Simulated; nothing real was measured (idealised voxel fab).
The process module presented herein is designated voxel self aligned vias.
Pictured: cross-section cut, 200 nm wide, on a grid of 5 nm square cells.
How to read a cross-section here: the picture is a grid of square cells, written as bands going from the top down, and any band can span one or more rows of cells.
A band entry consists of two parts. The first gives the height of the band's top and the height of its bottom, in nm. The rest lists the band's materials from left to right, each with its width in nm. A single material labelled with the word "full width" fills the band from edge to edge, and the word "air" marks empty space.
The reference from which all heights are counted is 0, the level beneath which the as-received wafer is entirely one material; the lowest band, having no lower bound, proceeds downward and is written after the example "z 0 and below".
With a width like "30 to 40", each row of cells in the band differs from the next by the same amount, the top row carrying the first number and the bottom row the second.
Where a step carries "stayed the same", the cross-section came out of it unchanged, cell for cell.
So "Cavities, closed" is basically the list of trapped voids: any empty space of 8 cells or more that can't reach the top through an opening. They're written width x height at distance, the distance being from the left edge, and it's all nm.
The remark found on a step's line after its settings is issued by the simulator itself and pertains to that step.
overlay nm, on a step with a mask: how far to the right of its planned place the mask lay; to the left if negative
**Process steps - plan**
| 1 | RECEIVE, material Si |
| 2 | CONFORMAL_DEP, material SiO2, thk nm 10 |
| 3 | CONFORMAL_DEP, material SiCN, thk nm 5 |
| 4 | DIRECTIONAL_DEP, material SiO2, thk nm 20 |
| 5 | MASKED_ETCH, tone open, mask id LINES, width nm 30, pitch nm 75, etch materials SiO2, depth nm 20, overlay nm 0 |
| 6 | CONFORMAL_DEP, material TiN, thk nm 5 |
| 7 | FILL_DEP, material Ru, thk nm 5 |
| 8 | CMP, height nm 35 |
| 9 | SELECTIVE_ETCH, etch materials W Ru TiN, depth nm 5 |
| 10 | FILL_DEP, material SiN, thk nm 5 |
| 11 | CMP, height nm 35 |
| 12 | DIRECTIONAL_DEP, material SiO2, thk nm 20 |
| 13 | MASKED_ETCH, tone open, mask id VIAS, width nm 50, pitch nm 75, etch materials SiO2, depth nm 20, overlay nm 0 |
| 14 | MASKED_ETCH, tone open, mask id VIAS, width nm 50, pitch nm 75, etch materials SiN, depth nm 5, overlay nm 0 |
| 15 | CONFORMAL_DEP, material TiN, thk nm 5 |
| 16 | FILL_DEP, material W, thk nm 5 |
| 17 | CMP, height nm 55 |
| 18 | CONFORMAL_DEP, material SiN, thk nm 5 |
**Received-state cross-section, reflecting completion of step 1**
	z 0 and below  Si full width
	Cavities, closed: none
**Here's the cross-section of the first of our two wafers at the end of the module - it ran as planned**
	z 60 to 55  SiN full width
	z 55 to 40  35 of SiO2 / 5 of TiN / 40 of W / 5 of TiN / 25 of SiO2 / 5 of TiN / 40 of W / 5 of TiN / 40 of SiO2
	z 40 to 35  35 of SiO2 / 15 of TiN / 20 of W / 15 of TiN / 25 of SiO2 / 15 of TiN / 20 of W / 15 of TiN / 40 of SiO2
	z 35 to 30  45 of SiO2 / 30 of TiN / 45 of SiO2 / 30 of TiN / 50 of SiO2
	z 30 to 20  45 of SiO2 / 5 of TiN / 20 of Ru / 5 of TiN / 45 of SiO2 / 5 of TiN / 20 of Ru / 5 of TiN / 50 of SiO2
	z 20 to 15  45 of SiO2 / 30 of TiN / 45 of SiO2 / 30 of TiN / 50 of SiO2
	z 15 to 10  SiCN full width
	z 10 to 0  SiO2 full width
	z 0 and below  Si full width
	Cavities, closed: none
**Cross-section, wafer two of two, end of module: same start and plan as wafer one, one error in execution**
	z 60 to 55  SiN full width
	z 55 to 35  35 of SiO2 / 5 of TiN / 40 of W / 5 of TiN / 25 of SiO2 / 5 of TiN / 40 of W / 5 of TiN / 40 of SiO2
	z 35 to 30  35 of SiO2 / 50 of TiN / 25 of SiO2 / 50 of TiN / 40 of SiO2
	z 30 to 20  35 to 45 of SiO2 / 15 to 5 of TiN / 20 of Ru / 15 to 5 of TiN / 25 to 45 of SiO2 / 15 to 5 of TiN / 20 of Ru / 15 to 5 of TiN / 40 to 50 of SiO2
	z 20 to 15  45 of SiO2 / 30 of TiN / 45 of SiO2 / 30 of TiN / 50 of SiO2
	z 15 to 10  SiCN full width
	z 10 to 0  SiO2 full width
	z 0 and below  Si full width
	Cavities, closed: none
Heads up, the wafer didn't run the way we planned it: for step 13, the planned setting was not used; the step was instead run as MASKED_ETCH, tone open, mask id VIAS, width nm 50, pitch nm 75, etch materials SiO2, depth nm 30, overlay nm 0
Wafer comparison, final, in cells, second relative to first, materials more or fewer: SiO2 -16 | TiN +8 | W +8
